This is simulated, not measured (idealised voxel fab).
This is a process module. Its name is voxel wiring stack.
The figure presents cross-section cut, which has a width of 265 nm and is divided into square cells with an edge length of 5 nm.
A cross-section is a grid of square cells, given in bands from the top down. A band is one or more rows of cells.
For a band, the entry starts with two heights in nm, that of the top and then that of the bottom, and carries on with the band's materials in order from left to right, each alongside its width in nm; the word "full width" beside a single material means it fills the band edge to edge, and "air" means empty space.
All heights in this document are referenced to 0, defined as the level beneath which the wafer, as received, consists entirely of one material. The lowest band is not bounded below; it extends indefinitely downward and is written in the form "0 and below".
You'd read "30 to 40" like this: the band's top row of cells is as wide as the first number, its bottom row is as wide as the second, and going down, every row changes width by the same amount as the row before did.
"identical to before" means the step left every cell of the cross-section as it was.
The entry titled "Closed cavity list" provides the empty spaces that have no open way to the top, restricted to those of 8 cells or more. Each is presented as width x height at distance, the distance being measured from the left edge, with all three in nm.
Heads up: the bit after the settings on a step's line is the simulator's remark on that step.
You can add "overlay nm" to a step's line. For a step with a mask, it describes how far the mask lay to the right of its planned position, and a negative number describes a lay to the left.
### Process steps foreseen in the plan
| 1 | RECEIVE | material Si |
| 2 | CONFORMAL_DEP | material SiO2 | thk nm 15 |
| 3 | DIRECTIONAL_DEP | material TiN | thk nm 5 |
| 4 | DIRECTIONAL_DEP | material Ru | thk nm 25 |
| 5 | MASKED_ETCH | tone cover | mask id METAL_1 | width nm 25 | pitch nm 45 | etch materials Ru | depth nm 25 | overlay nm 0 |
| 6 | MASKED_ETCH | tone cover | mask id METAL_1 | width nm 25 | pitch nm 45 | etch materials TiN | depth nm 5 | overlay nm 0 |
| 7 | CONFORMAL_DEP | material SiN | thk nm 5 |
| 8 | FILL_DEP | material SiO2 | thk nm 5 |
| 9 | CMP | height nm 45 |
| 10 | CONFORMAL_DEP | material SiCN | thk nm 5 |
| 11 | DIRECTIONAL_DEP | material lowk | thk nm 30 |
| 12 | MASKED_ETCH | tone open | mask id METAL_2 | width nm 25 | pitch nm 45 | etch materials lowk | depth nm 15 | overlay nm 0 |
| 13 | DIRECTIONAL_DEP | material aC | thk nm 10 |
| 14 | PATTERN | tone open | mask id METAL_2_HOLES | material resist | width nm 15 | pitch nm 45 | thk nm 30 | overlay nm 0 |
| 15 | DIRECTIONAL_ETCH | etch materials aC | depth nm 10 |
| 16 | STRIP | etch materials resist |
| 17 | DIRECTIONAL_ETCH | etch materials lowk | depth nm 15 |
| 18 | DIRECTIONAL_ETCH | etch materials SiCN | depth nm 5 |
| 19 | STRIP | etch materials aC |
| 20 | CONFORMAL_DEP | material TiN | thk nm 5 |
| 21 | FILL_DEP | material Cu | thk nm 5 |
| 22 | CMP | height nm 80 |
| 23 | CONFORMAL_DEP | material SiCN | thk nm 5 |
| 24 | DIRECTIONAL_DEP | material SiO2 | thk nm 25 |
| 25 | MASKED_ETCH | tone open | mask id METAL_3_HOLES | width nm 15 | pitch nm 45 | etch materials SiO2 | depth nm 25 | overlay nm 0 |
| 26 | DIRECTIONAL_DEP | material aC | thk nm 15 |
| 27 | PATTERN | tone open | mask id METAL_3 | material resist | width nm 25 | pitch nm 45 | thk nm 35 | overlay nm 0 |
| 28 | DIRECTIONAL_ETCH | etch materials aC | depth nm 15 |
| 29 | STRIP | etch materials resist |
| 30 | DIRECTIONAL_ETCH | etch materials SiO2 | depth nm 15 |
| 31 | DIRECTIONAL_ETCH | etch materials SiCN | depth nm 5 |
| 32 | STRIP | etch materials aC |
| 33 | CONFORMAL_DEP | material TiN | thk nm 5 |
| 34 | FILL_DEP | material Cu | thk nm 5 |
| 35 | CMP | height nm 110 |
| 36 | CONFORMAL_DEP | material SiCN | thk nm 5 |
| 37 | DIRECTIONAL_DEP | material lowk | thk nm 30 |
| 38 | MASKED_ETCH | tone open | mask id METAL_4 | width nm 25 | pitch nm 45 | etch materials lowk | depth nm 20 | overlay nm 0 |
| 39 | PATTERN | tone open | mask id METAL_4_HOLES | material resist | width nm 15 | pitch nm 45 | thk nm 15 | overlay nm 0 |
| 40 | DIRECTIONAL_ETCH | etch materials lowk | depth nm 10 |
| 41 | DIRECTIONAL_ETCH | etch materials SiCN | depth nm 5 |
| 42 | STRIP | etch materials resist |
| 43 | CONFORMAL_DEP | material TiN | thk nm 5 |
| 44 | FILL_DEP | material Cu | thk nm 10 |
| 45 | CMP | height nm 145 |
| 46 | CONFORMAL_DEP | material SiN | thk nm 5 |
### First of two wafers, processed according to plan
### As-received state of the wafer in cross-section, equivalent to post-step 1
0 and below | Si full width
Closed cavity list: none
### Cross-sectional representation of the wafer at the conclusion of step 2
15 down to 0 | SiO2 full width
Below a height of 0, the structure has not been altered.
### Cross-sectional representation of the wafer at the conclusion of step 3
20 down to 15 | TiN full width
Below a height of 15, the structure has not been altered.
### Cross-sectional representation of the wafer at the conclusion of step 4
45 down to 20 | Ru full width
Below a height of 20, the structure has not been altered.
### Cross-sectional representation of the wafer at the conclusion of step 5
45 down to 20 | air=75 | Ru=25 | air=20 | Ru=25 | air=20 | Ru=25 | air=75
Below a height of 20, the structure has not been altered.
### Cross-sectional representation of the wafer at the conclusion of step 6
45 down to 20 | air=75 | Ru=25 | air=20 | Ru=25 | air=20 | Ru=25 | air=75
20 down to 15 | air=75 | TiN=25 | air=20 | TiN=25 | air=20 | TiN=25 | air=75
Below a height of 15, the structure has not been altered.
### Cross-sectional representation of the wafer at the conclusion of step 7
50 down to 45 | air=70 | SiN=35 | air=10 | SiN=35 | air=10 | SiN=35 | air=70
45 down to 20 | air=70 | SiN=5 | Ru=25 | SiN=5 | air=10 | SiN=5 | Ru=25 | SiN=5 | air=10 | SiN=5 | Ru=25 | SiN=5 | air=70
20 down to 15 | SiN=75 | TiN=25 | SiN=20 | TiN=25 | SiN=20 | TiN=25 | SiN=75
Below a height of 15, the structure has not been altered.
### Cross-sectional representation of the wafer at the conclusion of step 8
55 down to 50 | SiO2 full width
50 down to 45 | SiO2=70 | SiN=35 | SiO2=10 | SiN=35 | SiO2=10 | SiN=35 | SiO2=70
45 down to 20 | SiO2=70 | SiN=5 | Ru=25 | SiN=5 | SiO2=10 | SiN=5 | Ru=25 | SiN=5 | SiO2=10 | SiN=5 | Ru=25 | SiN=5 | SiO2=70
Below a height of 20, the structure has not been altered.
### Cross-sectional representation of the wafer at the conclusion of step 9
45 down to 20 | SiO2=70 | SiN=5 | Ru=25 | SiN=5 | SiO2=10 | SiN=5 | Ru=25 | SiN=5 | SiO2=10 | SiN=5 | Ru=25 | SiN=5 | SiO2=70
Below a height of 20, the structure has not been altered.
### Cross-sectional representation of the wafer at the conclusion of step 10
50 down to 45 | SiCN full width
Below a height of 45, the structure has not been altered.
### Cross-sectional representation of the wafer at the conclusion of step 11
80 down to 50 | lowk full width
Below a height of 50, the structure has not been altered.
### Cross-sectional representation of the wafer at the conclusion of step 12
80 down to 65 | lowk=75 | air=25 | lowk=20 | air=25 | lowk=20 | air=25 | lowk=75
Below a height of 65, the structure has not been altered.
### Cross-sectional representation of the wafer at the conclusion of step 13
90 down to 80 | aC=75 | air=25 | aC=20 | air=25 | aC=20 | air=25 | aC=75
80 down to 75 | lowk=75 | air=25 | lowk=20 | air=25 | lowk=20 | air=25 | lowk=75
75 down to 65 | lowk=75 | aC=25 | lowk=20 | aC=25 | lowk=20 | aC=25 | lowk=75
Below a height of 65, the structure has not been altered.
### Cross-sectional representation of the wafer at the conclusion of step 14
120 down to 90 | resist=75 | air=15 | resist=30 | air=15 | resist=30 | air=15 | resist=85
90 down to 80 | aC=75 | air=15 | resist=10 | aC=20 | air=15 | resist=10 | aC=20 | air=15 | resist=10 | aC=75
80 down to 75 | lowk=75 | air=15 | resist=10 | lowk=20 | air=15 | resist=10 | lowk=20 | air=15 | resist=10 | lowk=75
Below a height of 75, the structure has not been altered.
### Cross-sectional representation of the wafer at the conclusion of step 15
110 down to 90 | resist=75 | air=15 | resist=30 | air=15 | resist=30 | air=15 | resist=85
90 down to 80 | aC=75 | air=15 | resist=10 | aC=20 | air=15 | resist=10 | aC=20 | air=15 | resist=10 | aC=75
80 down to 75 | lowk=75 | air=15 | resist=10 | lowk=20 | air=15 | resist=10 | lowk=20 | air=15 | resist=10 | lowk=75
75 down to 65 | lowk=75 | air=15 | aC=10 | lowk=20 | air=15 | aC=10 | lowk=20 | air=15 | aC=10 | lowk=75
Below a height of 65, the structure has not been altered.
### Cross-sectional representation of the wafer at the conclusion of step 16
90 down to 80 | aC=75 | air=25 | aC=20 | air=25 | aC=20 | air=25 | aC=75
80 down to 75 | lowk=75 | air=25 | lowk=20 | air=25 | lowk=20 | air=25 | lowk=75
Below a height of 75, the structure has not been altered.
### Cross-sectional representation of the wafer at the conclusion of step 17
90 down to 80 | aC=75 | air=25 | aC=20 | air=25 | aC=20 | air=25 | aC=75
80 down to 75 | lowk=75 | air=25 | lowk=20 | air=25 | lowk=20 | air=25 | lowk=75
75 down to 65 | lowk=75 | air=15 | aC=10 | lowk=20 | air=15 | aC=10 | lowk=20 | air=15 | aC=10 | lowk=75
65 down to 50 | lowk=75 | air=15 | lowk=30 | air=15 | lowk=30 | air=15 | lowk=85
Below a height of 50, the structure has not been altered.
### Cross-sectional representation of the wafer at the conclusion of step 18
90 down to 80 | aC=75 | air=25 | aC=20 | air=25 | aC=20 | air=25 | aC=75
80 down to 75 | lowk=75 | air=25 | lowk=20 | air=25 | lowk=20 | air=25 | lowk=75
75 down to 65 | lowk=75 | air=15 | aC=10 | lowk=20 | air=15 | aC=10 | lowk=20 | air=15 | aC=10 | lowk=75
65 down to 50 | lowk=75 | air=15 | lowk=30 | air=15 | lowk=30 | air=15 | lowk=85
50 down to 45 | SiCN=75 | air=15 | SiCN=30 | air=15 | SiCN=30 | air=15 | SiCN=85
Below a height of 45, the structure has not been altered.
### Cross-sectional representation of the wafer at the conclusion of step 19
80 down to 65 | lowk=75 | air=25 | lowk=20 | air=25 | lowk=20 | air=25 | lowk=75
Below a height of 65, the structure has not been altered.
### Cross-sectional representation of the wafer at the conclusion of step 20
85 down to 80 | TiN=80 | air=15 | TiN=30 | air=15 | TiN=30 | air=15 | TiN=80
80 down to 70 | lowk=75 | TiN=5 | air=15 | TiN=5 | lowk=20 | TiN=5 | air=15 | TiN=5 | lowk=20 | TiN=5 | air=15 | TiN=5 | lowk=75
70 down to 65 | lowk=75 | TiN=5 | air=5 | TiN=15 | lowk=20 | TiN=5 | air=5 | TiN=15 | lowk=20 | TiN=5 | air=5 | TiN=15 | lowk=75
65 down to 50 | lowk=75 | TiN=5 | air=5 | TiN=5 | lowk=30 | TiN=5 | air=5 | TiN=5 | lowk=30 | TiN=5 | air=5 | TiN=5 | lowk=85
50 down to 45 | SiCN=75 | TiN=15 | SiCN=30 | TiN=15 | SiCN=30 | TiN=15 | SiCN=85
Below a height of 45, the structure has not been altered.
### Cross-sectional representation of the wafer at the conclusion of step 21
90 down to 85 | Cu full width
85 down to 80 | TiN=80 | Cu=15 | TiN=30 | Cu=15 | TiN=30 | Cu=15 | TiN=80
80 down to 70 | lowk=75 | TiN=5 | Cu=15 | TiN=5 | lowk=20 | TiN=5 | Cu=15 | TiN=5 | lowk=20 | TiN=5 | Cu=15 | TiN=5 | lowk=75
70 down to 65 | lowk=75 | TiN=5 | Cu=5 | TiN=15 | lowk=20 | TiN=5 | Cu=5 | TiN=15 | lowk=20 | TiN=5 | Cu=5 | TiN=15 | lowk=75
65 down to 50 | lowk=75 | TiN=5 | Cu=5 | TiN=5 | lowk=30 | TiN=5 | Cu=5 | TiN=5 | lowk=30 | TiN=5 | Cu=5 | TiN=5 | lowk=85
Below a height of 50, the structure has not been altered.
### Cross-sectional representation of the wafer at the conclusion of step 22
80 down to 70 | lowk=75 | TiN=5 | Cu=15 | TiN=5 | lowk=20 | TiN=5 | Cu=15 | TiN=5 | lowk=20 | TiN=5 | Cu=15 | TiN=5 | lowk=75
Below a height of 70, the structure has not been altered.
### Cross-sectional representation of the wafer at the conclusion of step 23
85 down to 80 | SiCN full width
Below a height of 80, the structure has not been altered.
### Cross-sectional representation of the wafer at the conclusion of step 24
110 down to 85 | SiO2 full width
Below a height of 85, the structure has not been altered.
### Cross-sectional representation of the wafer at the conclusion of step 25
110 down to 85 | SiO2=75 | air=15 | SiO2=30 | air=15 | SiO2=30 | air=15 | SiO2=85
Below a height of 85, the structure has not been altered.
### Cross-sectional representation of the wafer at the conclusion of step 26
125 down to 110 | aC=75 | air=15 | aC=30 | air=15 | aC=30 | air=15 | aC=85
110 down to 100 | SiO2=75 | air=15 | SiO2=30 | air=15 | SiO2=30 | air=15 | SiO2=85
100 down to 85 | SiO2=75 | aC=15 | SiO2=30 | aC=15 | SiO2=30 | aC=15 | SiO2=85
Below a height of 85, the structure has not been altered.
### Cross-sectional representation of the wafer at the conclusion of step 27
160 down to 125 | resist=75 | air=25 | resist=20 | air=25 | resist=20 | air=25 | resist=75
Below a height of 125, the structure has not been altered.
### Cross-sectional representation of the wafer at the conclusion of step 28
145 down to 125 | resist=75 | air=25 | resist=20 | air=25 | resist=20 | air=25 | resist=75
125 down to 110 | aC=75 | air=25 | aC=20 | air=25 | aC=20 | air=25 | aC=75
110 down to 85 | SiO2=75 | air=15 | SiO2=30 | air=15 | SiO2=30 | air=15 | SiO2=85
Below a height of 85, the structure has not been altered.
### Cross-sectional representation of the wafer at the conclusion of step 29
125 down to 110 | aC=75 | air=25 | aC=20 | air=25 | aC=20 | air=25 | aC=75
Below a height of 110, the structure has not been altered.
### Cross-sectional representation of the wafer at the conclusion of step 30
125 down to 110 | aC=75 | air=25 | aC=20 | air=25 | aC=20 | air=25 | aC=75
110 down to 95 | SiO2=75 | air=25 | SiO2=20 | air=25 | SiO2=20 | air=25 | SiO2=75
Below a height of 95, the structure has not been altered.
### Cross-sectional representation of the wafer at the conclusion of step 31
125 down to 110 | aC=75 | air=25 | aC=20 | air=25 | aC=20 | air=25 | aC=75
110 down to 95 | SiO2=75 | air=25 | SiO2=20 | air=25 | SiO2=20 | air=25 | SiO2=75
95 down to 85 | SiO2=75 | air=15 | SiO2=30 | air=15 | SiO2=30 | air=15 | SiO2=85
85 down to 80 | SiCN=75 | air=15 | SiCN=30 | air=15 | SiCN=30 | air=15 | SiCN=85
Below a height of 80, the structure has not been altered.
### Cross-sectional representation of the wafer at the conclusion of step 32
110 down to 95 | SiO2=75 | air=25 | SiO2=20 | air=25 | SiO2=20 | air=25 | SiO2=75
Below a height of 95, the structure has not been altered.
### Cross-sectional representation of the wafer at the conclusion of step 33
115 down to 110 | TiN=80 | air=15 | TiN=30 | air=15 | TiN=30 | air=15 | TiN=80
110 down to 100 | SiO2=75 | TiN=5 | air=15 | TiN=5 | SiO2=20 | TiN=5 | air=15 | TiN=5 | SiO2=20 | TiN=5 | air=15 | TiN=5 | SiO2=75
100 down to 95 | SiO2=75 | TiN=5 | air=5 | TiN=15 | SiO2=20 | TiN=5 | air=5 | TiN=15 | SiO2=20 | TiN=5 | air=5 | TiN=15 | SiO2=75
95 down to 85 | SiO2=75 | TiN=5 | air=5 | TiN=5 | SiO2=30 | TiN=5 | air=5 | TiN=5 | SiO2=30 | TiN=5 | air=5 | TiN=5 | SiO2=85
85 down to 80 | SiCN=75 | TiN=15 | SiCN=30 | TiN=15 | SiCN=30 | TiN=15 | SiCN=85
Below a height of 80, the structure has not been altered.
### Cross-sectional representation of the wafer at the conclusion of step 34
120 down to 115 | Cu full width
115 down to 110 | TiN=80 | Cu=15 | TiN=30 | Cu=15 | TiN=30 | Cu=15 | TiN=80
110 down to 100 | SiO2=75 | TiN=5 | Cu=15 | TiN=5 | SiO2=20 | TiN=5 | Cu=15 | TiN=5 | SiO2=20 | TiN=5 | Cu=15 | TiN=5 | SiO2=75
100 down to 95 | SiO2=75 | TiN=5 | Cu=5 | TiN=15 | SiO2=20 | TiN=5 | Cu=5 | TiN=15 | SiO2=20 | TiN=5 | Cu=5 | TiN=15 | SiO2=75
95 down to 85 | SiO2=75 | TiN=5 | Cu=5 | TiN=5 | SiO2=30 | TiN=5 | Cu=5 | TiN=5 | SiO2=30 | TiN=5 | Cu=5 | TiN=5 | SiO2=85
Below a height of 85, the structure has not been altered.
### Cross-sectional representation of the wafer at the conclusion of step 35
110 down to 100 | SiO2=75 | TiN=5 | Cu=15 | TiN=5 | SiO2=20 | TiN=5 | Cu=15 | TiN=5 | SiO2=20 | TiN=5 | Cu=15 | TiN=5 | SiO2=75
Below a height of 100, the structure has not been altered.
### Cross-sectional representation of the wafer at the conclusion of step 36
115 down to 110 | SiCN full width
Below a height of 110, the structure has not been altered.
### Cross-sectional representation of the wafer at the conclusion of step 37
145 down to 115 | lowk full width
Below a height of 115, the structure has not been altered.
### Cross-sectional representation of the wafer at the conclusion of step 38
145 down to 125 | lowk=75 | air=25 | lowk=20 | air=25 | lowk=20 | air=25 | lowk=75
Below a height of 125, the structure has not been altered.
### Cross-sectional representation of the wafer at the conclusion of step 39
160 down to 145 | resist=75 | air=15 | resist=30 | air=15 | resist=30 | air=15 | resist=85
145 down to 125 | lowk=75 | air=15 | resist=10 | lowk=20 | air=15 | resist=10 | lowk=20 | air=15 | resist=10 | lowk=75
Below a height of 125, the structure has not been altered.
### Cross-sectional representation of the wafer at the conclusion of step 40
160 down to 145 | resist=75 | air=15 | resist=30 | air=15 | resist=30 | air=15 | resist=85
145 down to 125 | lowk=75 | air=15 | resist=10 | lowk=20 | air=15 | resist=10 | lowk=20 | air=15 | resist=10 | lowk=75
125 down to 115 | lowk=75 | air=15 | lowk=30 | air=15 | lowk=30 | air=15 | lowk=85
Below a height of 115, the structure has not been altered.
### Cross-sectional representation of the wafer at the conclusion of step 41
160 down to 145 | resist=75 | air=15 | resist=30 | air=15 | resist=30 | air=15 | resist=85
145 down to 125 | lowk=75 | air=15 | resist=10 | lowk=20 | air=15 | resist=10 | lowk=20 | air=15 | resist=10 | lowk=75
125 down to 115 | lowk=75 | air=15 | lowk=30 | air=15 | lowk=30 | air=15 | lowk=85
115 down to 110 | SiCN=75 | air=15 | SiCN=30 | air=15 | SiCN=30 | air=15 | SiCN=85
Below a height of 110, the structure has not been altered.
### Cross-sectional representation of the wafer at the conclusion of step 42
145 down to 125 | lowk=75 | air=25 | lowk=20 | air=25 | lowk=20 | air=25 | lowk=75
Below a height of 125, the structure has not been altered.
### Cross-sectional representation of the wafer at the conclusion of step 43
150 down to 145 | TiN=80 | air=15 | TiN=30 | air=15 | TiN=30 | air=15 | TiN=80
145 down to 130 | lowk=75 | TiN=5 | air=15 | TiN=5 | lowk=20 | TiN=5 | air=15 | TiN=5 | lowk=20 | TiN=5 | air=15 | TiN=5 | lowk=75
130 down to 125 | lowk=75 | TiN=5 | air=5 | TiN=15 | lowk=20 | TiN=5 | air=5 | TiN=15 | lowk=20 | TiN=5 | air=5 | TiN=15 | lowk=75
125 down to 115 | lowk=75 | TiN=5 | air=5 | TiN=5 | lowk=30 | TiN=5 | air=5 | TiN=5 | lowk=30 | TiN=5 | air=5 | TiN=5 | lowk=85
115 down to 110 | SiCN=75 | TiN=15 | SiCN=30 | TiN=15 | SiCN=30 | TiN=15 | SiCN=85
Below a height of 110, the structure has not been altered.
### Cross-sectional representation of the wafer at the conclusion of step 44
160 down to 150 | Cu full width
150 down to 145 | TiN=80 | Cu=15 | TiN=30 | Cu=15 | TiN=30 | Cu=15 | TiN=80
145 down to 130 | lowk=75 | TiN=5 | Cu=15 | TiN=5 | lowk=20 | TiN=5 | Cu=15 | TiN=5 | lowk=20 | TiN=5 | Cu=15 | TiN=5 | lowk=75
130 down to 125 | lowk=75 | TiN=5 | Cu=5 | TiN=15 | lowk=20 | TiN=5 | Cu=5 | TiN=15 | lowk=20 | TiN=5 | Cu=5 | TiN=15 | lowk=75
125 down to 115 | lowk=75 | TiN=5 | Cu=5 | TiN=5 | lowk=30 | TiN=5 | Cu=5 | TiN=5 | lowk=30 | TiN=5 | Cu=5 | TiN=5 | lowk=85
Below a height of 115, the structure has not been altered.
### Cross-sectional representation of the wafer at the conclusion of step 45
145 down to 130 | lowk=75 | TiN=5 | Cu=15 | TiN=5 | lowk=20 | TiN=5 | Cu=15 | TiN=5 | lowk=20 | TiN=5 | Cu=15 | TiN=5 | lowk=75
Below a height of 130, the structure has not been altered.
### Cross-sectional representation of the wafer at the conclusion of step 46
150 down to 145 | SiN full width
Below a height of 145, the structure has not been altered.
### Second wafer, same starting conditions and recipe as the first, one mistake in executing it, nothing differs from the first up to and including step 37
### Second wafer profile in section, at the moment step 38 of the plan was meant to be complete
145 down to 125 | lowk=80 | air=20 | lowk=25 | air=20 | lowk=25 | air=20 | lowk=75
Below a height of 125, the structure has not been altered.
### Second wafer profile in section, at the moment step 39 of the plan was meant to be complete
160 down to 145 | resist=75 | air=15 | resist=30 | air=15 | resist=30 | air=15 | resist=85
145 down to 125 | lowk=80 | air=10 | resist=10 | lowk=25 | air=10 | resist=10 | lowk=25 | air=10 | resist=10 | lowk=75
Below a height of 125, the structure has not been altered.
### Second wafer profile in section, at the moment step 40 of the plan was meant to be complete
160 down to 145 | resist=75 | air=15 | resist=30 | air=15 | resist=30 | air=15 | resist=85
145 down to 135 | lowk=75 | air=15 | resist=10 | lowk=20 | air=15 | resist=10 | lowk=20 | air=15 | resist=10 | lowk=75
135 down to 125 | lowk=80 | air=10 | resist=10 | lowk=25 | air=10 | resist=10 | lowk=25 | air=10 | resist=10 | lowk=75
125 down to 115 | lowk=80 | air=10 | lowk=35 | air=10 | lowk=35 | air=10 | lowk=85
Below a height of 115, the structure has not been altered.
### Second wafer profile in section, at the moment step 41 of the plan was meant to be complete
160 down to 145 | resist=75 | air=15 | resist=30 | air=15 | resist=30 | air=15 | resist=85
145 down to 135 | lowk=75 | air=15 | resist=10 | lowk=20 | air=15 | resist=10 | lowk=20 | air=15 | resist=10 | lowk=75
135 down to 125 | lowk=80 | air=10 | resist=10 | lowk=25 | air=10 | resist=10 | lowk=25 | air=10 | resist=10 | lowk=75
125 down to 115 | lowk=80 | air=10 | lowk=35 | air=10 | lowk=35 | air=10 | lowk=85
115 down to 110 | SiCN=80 | air=10 | SiCN=35 | air=10 | SiCN=35 | air=10 | SiCN=85
Below a height of 110, the structure has not been altered.
### Second wafer profile in section, at the moment step 42 of the plan was meant to be complete
145 down to 135 | lowk=75 | air=25 | lowk=20 | air=25 | lowk=20 | air=25 | lowk=75
135 down to 125 | lowk=80 | air=20 | lowk=25 | air=20 | lowk=25 | air=20 | lowk=75
Below a height of 125, the structure has not been altered.
### Second wafer profile in section, at the moment step 43 of the plan was meant to be complete
150 down to 145 | TiN=80 | air=15 | TiN=30 | air=15 | TiN=30 | air=15 | TiN=80
145 down to 135 | lowk=75 | TiN=5 to 10 | air=15 to 10 | TiN=5 | lowk=20 | TiN=5 to 10 | air=15 to 10 | TiN=5 | lowk=20 | TiN=5 to 10 | air=15 to 10 | TiN=5 | lowk=75
135 down to 130 | lowk=80 | TiN=5 | air=10 | TiN=5 | lowk=25 | TiN=5 | air=10 | TiN=5 | lowk=25 | TiN=5 | air=10 | TiN=5 | lowk=75
130 down to 125 | lowk=80 | TiN=20 | lowk=25 | TiN=20 | lowk=25 | TiN=20 | lowk=75
125 down to 115 | lowk=80 | TiN=10 | lowk=35 | TiN=10 | lowk=35 | TiN=10 | lowk=85
115 down to 110 | SiCN=80 | TiN=10 | SiCN=35 | TiN=10 | SiCN=35 | TiN=10 | SiCN=85
Below a height of 110, the structure has not been altered.
### Second wafer profile in section, at the moment step 44 of the plan was meant to be complete
160 down to 150 | Cu full width
150 down to 145 | TiN=80 | Cu=15 | TiN=30 | Cu=15 | TiN=30 | Cu=15 | TiN=80
145 down to 135 | lowk=75 | TiN=5 to 10 | Cu=15 to 10 | TiN=5 | lowk=20 | TiN=5 to 10 | Cu=15 to 10 | TiN=5 | lowk=20 | TiN=5 to 10 | Cu=15 to 10 | TiN=5 | lowk=75
135 down to 130 | lowk=80 | TiN=5 | Cu=10 | TiN=5 | lowk=25 | TiN=5 | Cu=10 | TiN=5 | lowk=25 | TiN=5 | Cu=10 | TiN=5 | lowk=75
Below a height of 130, the structure has not been altered.
### Second wafer profile in section, at the moment step 45 of the plan was meant to be complete
145 down to 135 | lowk=75 | TiN=5 to 10 | Cu=15 to 10 | TiN=5 | lowk=20 | TiN=5 to 10 | Cu=15 to 10 | TiN=5 | lowk=20 | TiN=5 to 10 | Cu=15 to 10 | TiN=5 | lowk=75
Below a height of 135, the structure has not been altered.
### Second wafer profile in section, at the moment step 46 of the plan was meant to be complete
150 down to 145 | SiN full width
Below a height of 145, the structure has not been altered.
Want to know what went wrong? planned and actual differ for step 38; actual: MASKED_ETCH | tone open | mask id METAL_4 | width nm 20 | pitch nm 45 | etch materials lowk | depth nm 20 | overlay nm 0
The second wafer ends with more or fewer cells of some materials than the first, per final count: -15 Cu | +3 SiCN | +12 lowk
